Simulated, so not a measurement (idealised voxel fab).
process module | voxel trench capacitor
cross-section cut | 205 nm wide | cells 5 nm
A cross-section is a grid of square cells, given in bands from the top down. A band is one or more rows of cells.
Each band's line starts with the height of the band's top and of its bottom, in nm. Then come its materials from left to right, each with its width in nm. One material with "throughout" fills the band from edge to edge. "air" is empty space.
Height 0 is the level under which the wafer as received is all one material. The lowest band goes on downwards, as in "0 down".
A width such as "30 to 40" changes by the same amount from each row of cells to the next, from the band's top row to its bottom row.
"no change" after a step means that no cell of the cross-section changed.
closed voids: empty space of 8 cells or more with no open way to the top, each as width x height at its distance from the left edge, in nm
after a step's settings: what the simulator itself notes on the step
overlay nm, on a step with a mask: how far to the right of its planned place the mask lay; to the left if negative
plan
1 op RECEIVE | material Si
2 op CONFORMAL_DEP | material SiN | thk nm 10
3 op PATTERN | tone open | mask id TRENCH | material resist | width nm 20 | pitch nm 50 | thk nm 15 | overlay nm 0
4 op DIRECTIONAL_ETCH | etch materials SiN | depth nm 10
5 op DIRECTIONAL_ETCH | etch materials Si | depth nm 35
6 op STRIP | etch materials resist
7 op CONFORMAL_DEP | material Al2O3 | thk nm 5
8 op FILL_DEP | material polySi | thk nm 10
9 op CMP | height nm 10
first wafer, as planned
as received, after step 1
  0 down: Si throughout
  closed voids: none
after step 2
  10 to 0: SiN throughout
  below 0: unchanged
after step 3
  25 to 10: resist 15 | air 20 | resist 30 | air 20 | resist 30 | air 20 | resist 30 | air 20 | resist 20
  below 10: unchanged
after step 4
  25 to 10: resist 15 | air 20 | resist 30 | air 20 | resist 30 | air 20 | resist 30 | air 20 | resist 20
  10 to 0: SiN 15 | air 20 | SiN 30 | air 20 | SiN 30 | air 20 | SiN 30 | air 20 | SiN 20
  below 0: unchanged
after step 5
  25 to 10: resist 15 | air 20 | resist 30 | air 20 | resist 30 | air 20 | resist 30 | air 20 | resist 20
  10 to 0: SiN 15 | air 20 | SiN 30 | air 20 | SiN 30 | air 20 | SiN 30 | air 20 | SiN 20
  0 to -35: Si 15 | air 20 | Si 30 | air 20 | Si 30 | air 20 | Si 30 | air 20 | Si 20
  below -35: unchanged
after step 6
  10 to 0: SiN 15 | air 20 | SiN 30 | air 20 | SiN 30 | air 20 | SiN 30 | air 20 | SiN 20
  below 0: unchanged
after step 7
  15 to 10: Al2O3 20 | air 10 | Al2O3 40 | air 10 | Al2O3 40 | air 10 | Al2O3 40 | air 10 | Al2O3 25
  10 to 0: SiN 15 | Al2O3 5 | air 10 | Al2O3 5 | SiN 30 | Al2O3 5 | air 10 | Al2O3 5 | SiN 30 | Al2O3 5 | air 10 | Al2O3 5 | SiN 30 | Al2O3 5 | air 10 | Al2O3 5 | SiN 20
  0 to -30: Si 15 | Al2O3 5 | air 10 | Al2O3 5 | Si 30 | Al2O3 5 | air 10 | Al2O3 5 | Si 30 | Al2O3 5 | air 10 | Al2O3 5 | Si 30 | Al2O3 5 | air 10 | Al2O3 5 | Si 20
  -30 to -35: Si 15 | Al2O3 20 | Si 30 | Al2O3 20 | Si 30 | Al2O3 20 | Si 30 | Al2O3 20 | Si 20
  below -35: unchanged
after step 8
  25 to 15: polySi throughout
  15 to 10: Al2O3 20 | polySi 10 | Al2O3 40 | polySi 10 | Al2O3 40 | polySi 10 | Al2O3 40 | polySi 10 | Al2O3 25
  10 to 0: SiN 15 | Al2O3 5 | polySi 10 | Al2O3 5 | SiN 30 | Al2O3 5 | polySi 10 | Al2O3 5 | SiN 30 | Al2O3 5 | polySi 10 | Al2O3 5 | SiN 30 | Al2O3 5 | polySi 10 | Al2O3 5 | SiN 20
  0 to -30: Si 15 | Al2O3 5 | polySi 10 | Al2O3 5 | Si 30 | Al2O3 5 | polySi 10 | Al2O3 5 | Si 30 | Al2O3 5 | polySi 10 | Al2O3 5 | Si 30 | Al2O3 5 | polySi 10 | Al2O3 5 | Si 20
  below -30: unchanged
after step 9
  10 to 0: SiN 15 | Al2O3 5 | polySi 10 | Al2O3 5 | SiN 30 | Al2O3 5 | polySi 10 | Al2O3 5 | SiN 30 | Al2O3 5 | polySi 10 | Al2O3 5 | SiN 30 | Al2O3 5 | polySi 10 | Al2O3 5 | SiN 20
  below 0: unchanged
second wafer: like start, like plan, one mistake. Through step 2 it matches the first wafer
when step 3 should have ended
  25 to 10: resist 20 | air 15 | resist 35 | air 15 | resist 35 | air 15 | resist 35 | air 15 | resist 20
  below 10: unchanged
when step 4 should have ended
  25 to 10: resist 20 | air 15 | resist 35 | air 15 | resist 35 | air 15 | resist 35 | air 15 | resist 20
  10 to 0: SiN 20 | air 15 | SiN 35 | air 15 | SiN 35 | air 15 | SiN 35 | air 15 | SiN 20
  below 0: unchanged
when step 5 should have ended
  25 to 10: resist 20 | air 15 | resist 35 | air 15 | resist 35 | air 15 | resist 35 | air 15 | resist 20
  10 to 0: SiN 20 | air 15 | SiN 35 | air 15 | SiN 35 | air 15 | SiN 35 | air 15 | SiN 20
  0 to -35: Si 20 | air 15 | Si 35 | air 15 | Si 35 | air 15 | Si 35 | air 15 | Si 20
  below -35: unchanged
when step 6 should have ended
  10 to 0: SiN 20 | air 15 | SiN 35 | air 15 | SiN 35 | air 15 | SiN 35 | air 15 | SiN 20
  below 0: unchanged
when step 7 should have ended
  15 to 10: Al2O3 25 | air 5 | Al2O3 45 | air 5 | Al2O3 45 | air 5 | Al2O3 45 | air 5 | Al2O3 25
  10 to 0: SiN 20 | Al2O3 5 | air 5 | Al2O3 5 | SiN 35 | Al2O3 5 | air 5 | Al2O3 5 | SiN 35 | Al2O3 5 | air 5 | Al2O3 5 | SiN 35 | Al2O3 5 | air 5 | Al2O3 5 | SiN 20
  0 to -30: Si 20 | Al2O3 5 | air 5 | Al2O3 5 | Si 35 | Al2O3 5 | air 5 | Al2O3 5 | Si 35 | Al2O3 5 | air 5 | Al2O3 5 | Si 35 | Al2O3 5 | air 5 | Al2O3 5 | Si 20
  -30 to -35: Si 20 | Al2O3 15 | Si 35 | Al2O3 15 | Si 35 | Al2O3 15 | Si 35 | Al2O3 15 | Si 20
  below -35: unchanged
when step 8 should have ended
  25 to 15: polySi throughout
  15 to 10: Al2O3 25 | polySi 5 | Al2O3 45 | polySi 5 | Al2O3 45 | polySi 5 | Al2O3 45 | polySi 5 | Al2O3 25
  10 to 0: SiN 20 | Al2O3 5 | polySi 5 | Al2O3 5 | SiN 35 | Al2O3 5 | polySi 5 | Al2O3 5 | SiN 35 | Al2O3 5 | polySi 5 | Al2O3 5 | SiN 35 | Al2O3 5 | polySi 5 | Al2O3 5 | SiN 20
  0 to -30: Si 20 | Al2O3 5 | polySi 5 | Al2O3 5 | Si 35 | Al2O3 5 | polySi 5 | Al2O3 5 | Si 35 | Al2O3 5 | polySi 5 | Al2O3 5 | Si 35 | Al2O3 5 | polySi 5 | Al2O3 5 | Si 20
  below -30: unchanged
when step 9 should have ended
  10 to 0: SiN 20 | Al2O3 5 | polySi 5 | Al2O3 5 | SiN 35 | Al2O3 5 | polySi 5 | Al2O3 5 | SiN 35 | Al2O3 5 | polySi 5 | Al2O3 5 | SiN 35 | Al2O3 5 | polySi 5 | Al2O3 5 | SiN 20
  below 0: unchanged
what went wrong: step 3 ran as: op PATTERN | tone open | mask id TRENCH | material resist | width nm 15 | pitch nm 50 | thk nm 15 | overlay nm 0
at the end the second wafer has, in cells: 4 fewer of Al2O3 | 28 more of Si | 8 more of SiN | 32 fewer of polySi
